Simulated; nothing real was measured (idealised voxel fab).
Presented below is a process module, voxel wiring stack.
Xsec cut, 240 nm wide, square cell size 5 nm.
This document writes a cross-section as a grid whose cells are square, and gives it as bands, listed from the top down; one or more rows of cells form a band.
Heads up on the band format: heights come first, top then bottom, in nm. After that it's the materials left to right, each with its width in nm. A single material flagged "everywhere" fills the whole band edge to edge, and "empty" means there's empty space there.
The level at which height equals 0 is the one under which the wafer, as it arrives, is entirely one material. No lower edge exists for the bottom band, which continues downward and is notated as in "0 -> down".
The width entry "30 to 40" should be interpreted row by row: the top row of cells in the band takes the first number, the bottom row takes the second number, and the change between adjacent rows is uniform throughout.
You'll sometimes find "no modifications" written for a step, and that's the way of saying that nowhere in the cross-section did a cell change during that step.
Closed void catalog: empty space of 8 cells or more with no open way to the top, each as width x height at its distance from the left edge, in nm
Step line, after settings: the simulator's comment on this step.
overlay nm: how far to the right of its planned place the mask lay on this masked step (negative: to the left).

Process steps foreseen in the plan
step 1: op RECEIVE | material Si
step 2: op CONFORMAL_DEP | material SiO2 | thk nm 5
step 3: op CONFORMAL_DEP | material SiN | thk nm 5
step 4: op DIRECTIONAL_DEP | material lowk | thk nm 15
step 5: op DIRECTIONAL_DEP | material aC | thk nm 15
step 6: op PATTERN | tone open | mask id METAL_1 | material resist | width nm 30 | pitch nm 45 | thk nm 35 | overlay nm 0
step 7: op DIRECTIONAL_ETCH | etch materials aC | depth nm 15
step 8: op STRIP | etch materials resist
step 9: op DIRECTIONAL_ETCH | etch materials lowk | depth nm 15
step 10: op DIRECTIONAL_ETCH | etch materials SiN | depth nm 5
step 11: op STRIP | etch materials aC
step 12: op CONFORMAL_DEP | material TiN | thk nm 5
step 13: op FILL_DEP | material W | thk nm 10
step 14: op CMP | height nm 30
step 15: op EPI | material Ru | thk nm 5
step 16: op FILL_DEP | material SiCN | thk nm 5
step 17: op DIRECTIONAL_DEP | material SiO2 | thk nm 10
step 18: op DIRECTIONAL_DEP | material aC | thk nm 15
step 19: op PATTERN | tone open | mask id PLUG_1 | material resist | width nm 15 | pitch nm 45 | thk nm 30 | overlay nm 0
step 20: op DIRECTIONAL_ETCH | etch materials aC | depth nm 15
step 21: op STRIP | etch materials resist
step 22: op DIRECTIONAL_ETCH | etch materials SiO2 | depth nm 10
step 23: op DIRECTIONAL_ETCH | etch materials SiCN | depth nm 5
step 24: op STRIP | etch materials aC
step 25: op EPI | material Ru | thk nm 10
step 26: op EPI | material Ru | thk nm 5
step 27: op CONFORMAL_DEP | material SiN | thk nm 5
step 28: op DIRECTIONAL_DEP | material lowk | thk nm 25
step 29: op DIRECTIONAL_DEP | material aC | thk nm 10
step 30: op PATTERN | tone open | mask id METAL_2 | material resist | width nm 30 | pitch nm 45 | thk nm 25 | overlay nm 0
step 31: op DIRECTIONAL_ETCH | etch materials aC | depth nm 10
step 32: op STRIP | etch materials resist
step 33: op DIRECTIONAL_ETCH | etch materials lowk | depth nm 25
step 34: op DIRECTIONAL_ETCH | etch materials SiN | depth nm 5
step 35: op STRIP | etch materials aC
step 36: op CONFORMAL_DEP | material TiN | thk nm 5
step 37: op FILL_DEP | material W | thk nm 10
step 38: op CMP | height nm 80
step 39: op CONFORMAL_DEP | material SiCN | thk nm 5
Wafer-to-wafer difference: thk nm, step 2. Common start. Plan = first wafer's value.

The first of several wafers in cross-section, exactly as it reached us after step 1
* 0 -> down: Si everywhere
* Closed void catalog: none

For your reference, the table is organized with a row per wafer; each row reflects the wafer at the end of the module, indicating for each material the cells gained (+) or lost (-) since receipt, and thereafter its closed voids
thk nm 5; +66 Ru; +90 SiCN; +72 SiN; +132 SiO2; +96 TiN; +72 W; +288 lowk; Closed void catalog: none
thk nm 10; +34 Ru; +122 SiCN; +72 SiN; +180 SiO2; +56 TiN; +64 W; +288 lowk; Closed void catalog: none
thk nm 15; +34 Ru; +122 SiCN; +72 SiN; +228 SiO2; +52 TiN; +56 W; +252 lowk; Closed void catalog: none
thk nm 20; +34 Ru; +122 SiCN; +72 SiN; +276 SiO2; +48 TiN; +48 W; +216 lowk; Closed void catalog: none
thk nm 25; +34 Ru; +122 SiCN; +72 SiN; +324 SiO2; +44 TiN; +40 W; +180 lowk; Closed void catalog: none
